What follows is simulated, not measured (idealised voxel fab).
Process module name: voxel gate over fins
Cross-sectional view cut (width: 195 nm; square cell size: 5 nm).
Reading order for cross-sections: top band down to bottom band. Underlying form: a grid of square cells. Band size: one or more rows of cells. Band entry format. Leading values: height of top, height of bottom, nm. Remainder: materials in left-to-right order, each with its width in nm. Special words: "all across" on a single material, which then fills the band edge to edge; "blank", empty space. Height reference: 0 = level under which incoming wafer is all one material. Lowest band: no bottom, runs on downward, e.g. "0..down". Width: "30..40" (first number = top row, second number = bottom row, same change from row to row of cells). You'll sometimes find "nothing altered" written for a step, and that's the way of saying that nowhere in the cross-section did a cell change during that step. Empty spaces counting at least 8 cells and having no open way to the top are listed in "Closed internal voids". The notation width x height at distance is used for each, the distance being from the left edge and all three values in nm. Read whatever lies past the settings on a step's line as the simulator's own remark about the step. A step line may carry the setting "overlay nm", which, for steps involving a mask, states the distance by which the mask lay to the right of its intended position; negative values denote displacement to the left.

-- Steps in the process plan
1 RECEIVE | material Si
2 CONFORMAL_DEP | material SiN | thk nm 5
3 MASKED_ETCH | tone cover | mask id FINS | width nm 15 | pitch nm 55 | etch materials SiN | depth nm 5 | overlay nm 0
4 MASKED_ETCH | tone cover | mask id FINS | width nm 15 | pitch nm 55 | etch materials Si | depth nm 35 | overlay nm 0
5 FILL_DEP | material SiO2 | thk nm 15
6 CMP | height nm 5
7 DIRECTIONAL_DEP | material aC | thk nm 15
8 PATTERN | tone open | mask id RAIL | material resist | width nm 15 | thk nm 30 | overlay nm 0
9 DIRECTIONAL_ETCH | etch materials aC | depth nm 15
10 STRIP | etch materials resist
11 DIRECTIONAL_ETCH | etch materials SiO2 | depth nm 35
12 STRIP | etch materials aC
13 CONFORMAL_DEP | material TiN | thk nm 5
14 FILL_DEP | material W | thk nm 5
15 CMP | height nm 5
16 SELECTIVE_ETCH | etch materials W Ru TiN | depth nm 20
17 FILL_DEP | material SiO2 | thk nm 5
18 CMP | height nm 5
19 SELECTIVE_ETCH | etch materials SiO2 | depth nm 15
20 STRIP | etch materials SiN
21 CONFORMAL_DEP | material HfO2 | thk nm 5
22 CONFORMAL_DEP | material TiN | thk nm 5
23 FILL_DEP | material W | thk nm 15
24 CMP | height nm 20
25 CONFORMAL_DEP | material SiCN | thk nm 5
Every wafer here starts from the same state; it is the step 3 width nm that distinguishes them, and the value the plan gives belongs to the first wafer.

-- Cross-section: the first of several wafers in its as-received state, i.e. following step 1
    0..down | Si all across
    Closed internal voids: none

-- Note: the following table is arranged by wafer, a row apiece. Each row reports the end-of-module state: per material, cells gained (+) or cells lost (-) compared with the wafer as received; closed voids follow
width nm 15 | +51 HfO2 | -210 Si | +39 SiCN | +141 SiO2 | +58 TiN | +116 W | Closed internal voids: none
width nm 20 | +51 HfO2 | -189 Si | +39 SiCN | +126 SiO2 | +58 TiN | +110 W | Closed internal voids: none
width nm 25 | +51 HfO2 | -168 Si | +39 SiCN | +111 SiO2 | +58 TiN | +104 W | Closed internal voids: none
width nm 30 | +51 HfO2 | -147 Si | +39 SiCN | +96 SiO2 | +58 TiN | +98 W | Closed internal voids: none
